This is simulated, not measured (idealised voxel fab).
This section sets out a process module, namely voxel air gaps.
For reference, the cross-section in this document is cut, with width 220 nm and square cells of 5 nm.
We lay out every cross-section as a grid of square cells and spell it out in bands from the top down, where one band means one or more rows of cells.
Band: top and bottom heights (nm) first, top before bottom; then materials from left to right, widths in nm. "throughout" marks a sole material filling the band edge to edge. "blank" denotes empty space.
The reference from which all heights are counted is 0, the level beneath which the as-received wafer is entirely one material; the lowest band, having no lower bound, proceeds downward and is written after the example "from 0 down".
Width "30->40": first value at the band's top row of cells, second value at its bottom row, equal change from row to row.
"same as before" (step): cross-section cells unchanged, all of them.
Each empty space that has no open way to the top and spans at least 8 cells appears under "Enclosed void list" as width x height at distance, the distance counted from the left edge, all in nm.
Step line, after settings: the simulator's comment on this step.
On any step carrying a mask, the "overlay nm" setting, if present on the step's line, tells how far right of its planned place the mask lay; negative values point to the left.
PLANNED STEP LIST FOR THE PROCESS
1) RECEIVE with material Si
2) CONFORMAL_DEP with material SiO2, thk nm 10
3) CONFORMAL_DEP with material SiN, thk nm 5
4) DIRECTIONAL_DEP with material SiO2, thk nm 40
5) MASKED_ETCH with tone open, mask id LINES, width nm 15, pitch nm 40, etch materials SiO2, depth nm 40, overlay nm 0
6) CONFORMAL_DEP with material TiN, thk nm 5
7) FILL_DEP with material Ru, thk nm 5
8) CMP with height nm 55
9) EPI with material Ru, thk nm 10
10) SELECTIVE_ETCH with etch materials SiO2, depth nm 50
11) CONFORMAL_DEP with material SiCN, thk nm 5
WHAT FOLLOWS COVERS THE FIRST OF TWO WAFERS; IT RAN AS PLANNED
CROSS-SECTION OF THE WAFER AT RECEIPT, WHICH IS THE CONDITION AFTER STEP 1
> from 0 down  Si throughout
> Enclosed void list: none
STEP 2 DONE - WAFER CROSS-SECTION
> from 10 to 0  SiO2 throughout
> Below 0 it's all the same as before, nothing changed down there.
STEP 3 DONE - WAFER CROSS-SECTION
> from 15 to 10  SiN throughout
> Below 10 it's all the same as before, nothing changed down there.
STEP 4 DONE - WAFER CROSS-SECTION
> from 55 to 15  SiO2 throughout
> Below 15 it's all the same as before, nothing changed down there.
STEP 5 DONE - WAFER CROSS-SECTION
> from 55 to 15  SiO2=60, then blank=15, then SiO2=25, then blank=15, then SiO2=25, then blank=15, then SiO2=65
> Below 15 it's all the same as before, nothing changed down there.
STEP 6 DONE - WAFER CROSS-SECTION
> from 60 to 55  TiN=65, then blank=5, then TiN=35, then blank=5, then TiN=35, then blank=5, then TiN=70
> from 55 to 20  SiO2=60, then TiN=5, then blank=5, then TiN=5, then SiO2=25, then TiN=5, then blank=5, then TiN=5, then SiO2=25, then TiN=5, then blank=5, then TiN=5, then SiO2=65
> from 20 to 15  SiO2=60, then TiN=15, then SiO2=25, then TiN=15, then SiO2=25, then TiN=15, then SiO2=65
> Below 15 it's all the same as before, nothing changed down there.
STEP 7 DONE - WAFER CROSS-SECTION
> from 65 to 60  Ru throughout
> from 60 to 55  TiN=65, then Ru=5, then TiN=35, then Ru=5, then TiN=35, then Ru=5, then TiN=70
> from 55 to 20  SiO2=60, then TiN=5, then Ru=5, then TiN=5, then SiO2=25, then TiN=5, then Ru=5, then TiN=5, then SiO2=25, then TiN=5, then Ru=5, then TiN=5, then SiO2=65
> Below 20 it's all the same as before, nothing changed down there.
STEP 8 DONE - WAFER CROSS-SECTION
> from 55 to 20  SiO2=60, then TiN=5, then Ru=5, then TiN=5, then SiO2=25, then TiN=5, then Ru=5, then TiN=5, then SiO2=25, then TiN=5, then Ru=5, then TiN=5, then SiO2=65
> Below 20 it's all the same as before, nothing changed down there.
STEP 9 DONE - WAFER CROSS-SECTION
> from 65 to 55  blank=50, then Ru=35, then blank=5, then Ru=35, then blank=5, then Ru=35, then blank=55
> Below 55 it's all the same as before, nothing changed down there.
STEP 10 DONE - WAFER CROSS-SECTION
> from 65 to 55  blank=50, then Ru=35, then blank=5, then Ru=35, then blank=5, then Ru=35, then blank=55
> from 55 to 20  blank=60, then TiN=5, then Ru=5, then TiN=5, then blank=25, then TiN=5, then Ru=5, then TiN=5, then blank=25, then TiN=5, then Ru=5, then TiN=5, then blank=65
> from 20 to 15  blank=60, then TiN=15, then blank=25, then TiN=15, then blank=25, then TiN=15, then blank=65
> Below 15 it's all the same as before, nothing changed down there.
STEP 11 DONE - WAFER CROSS-SECTION
> from 70 to 65  blank=45, then SiCN=125, then blank=50
> from 65 to 55  blank=45, then SiCN=5, then Ru=35, then SiCN=5, then Ru=35, then SiCN=5, then Ru=35, then SiCN=5, then blank=50
> from 55 to 50  blank=45, then SiCN=15, then TiN=5, then Ru=5, then TiN=5, then SiCN=25, then TiN=5, then Ru=5, then TiN=5, then SiCN=25, then TiN=5, then Ru=5, then TiN=5, then SiCN=15, then blank=50
> from 50 to 20  blank=55, then SiCN=5, then TiN=5, then Ru=5, then TiN=5, then SiCN=5, then blank=15, then SiCN=5, then TiN=5, then Ru=5, then TiN=5, then SiCN=5, then blank=15, then SiCN=5, then TiN=5, then Ru=5, then TiN=5, then SiCN=5, then blank=60
> from 20 to 15  SiCN=60, then TiN=15, then SiCN=25, then TiN=15, then SiCN=25, then TiN=15, then SiCN=65
> Below 15 it's all the same as before, nothing changed down there.
> Enclosed void list: 15 x 30 at 80; 15 x 30 at 120
SECOND WAFER (IDENTICAL START AND PLAN, ONE PROCESSING ERROR; MATCHES FIRST WAFER THROUGH STEP 8)
CROSS-SECTION: SECOND WAFER, TIME AT WHICH STEP 9 WAS SCHEDULED TO END
> from 75 to 55  blank=40, then Ru=135, then blank=45
> Below 55 it's all the same as before, nothing changed down there.
CROSS-SECTION: SECOND WAFER, TIME AT WHICH STEP 10 WAS SCHEDULED TO END
> from 75 to 55  blank=40, then Ru=135, then blank=45
> from 55 to 20  blank=60, then TiN=5, then Ru=5, then TiN=5, then SiO2=25, then TiN=5, then Ru=5, then TiN=5, then SiO2=25, then TiN=5, then Ru=5, then TiN=5, then blank=65
> from 20 to 15  blank=60, then TiN=15, then SiO2=25, then TiN=15, then SiO2=25, then TiN=15, then blank=65
> Below 15 it's all the same as before, nothing changed down there.
CROSS-SECTION: SECOND WAFER, TIME AT WHICH STEP 11 WAS SCHEDULED TO END
> from 80 to 75  blank=35, then SiCN=145, then blank=40
> from 75 to 55  blank=35, then SiCN=5, then Ru=135, then SiCN=5, then blank=40
> from 55 to 50  blank=35, then SiCN=25, then TiN=5, then Ru=5, then TiN=5, then SiO2=25, then TiN=5, then Ru=5, then TiN=5, then SiO2=25, then TiN=5, then Ru=5, then TiN=5, then SiCN=25, then blank=40
> from 50 to 20  blank=55, then SiCN=5, then TiN=5, then Ru=5, then TiN=5, then SiO2=25, then TiN=5, then Ru=5, then TiN=5, then SiO2=25, then TiN=5, then Ru=5, then TiN=5, then SiCN=5, then blank=60
> from 20 to 15  SiCN=60, then TiN=15, then SiO2=25, then TiN=15, then SiO2=25, then TiN=15, then SiCN=65
> Below 15 it's all the same as before, nothing changed down there.
Plan not followed: execution of plan step 9 occurred twice
Final difference in cells, second wafer against first, listed per material as more or fewer: 66 more of Ru, 36 fewer of SiCN, 80 more of SiO2
In the final state there are 2 closed voids in the first wafer, compared with 0 in the second wafer.
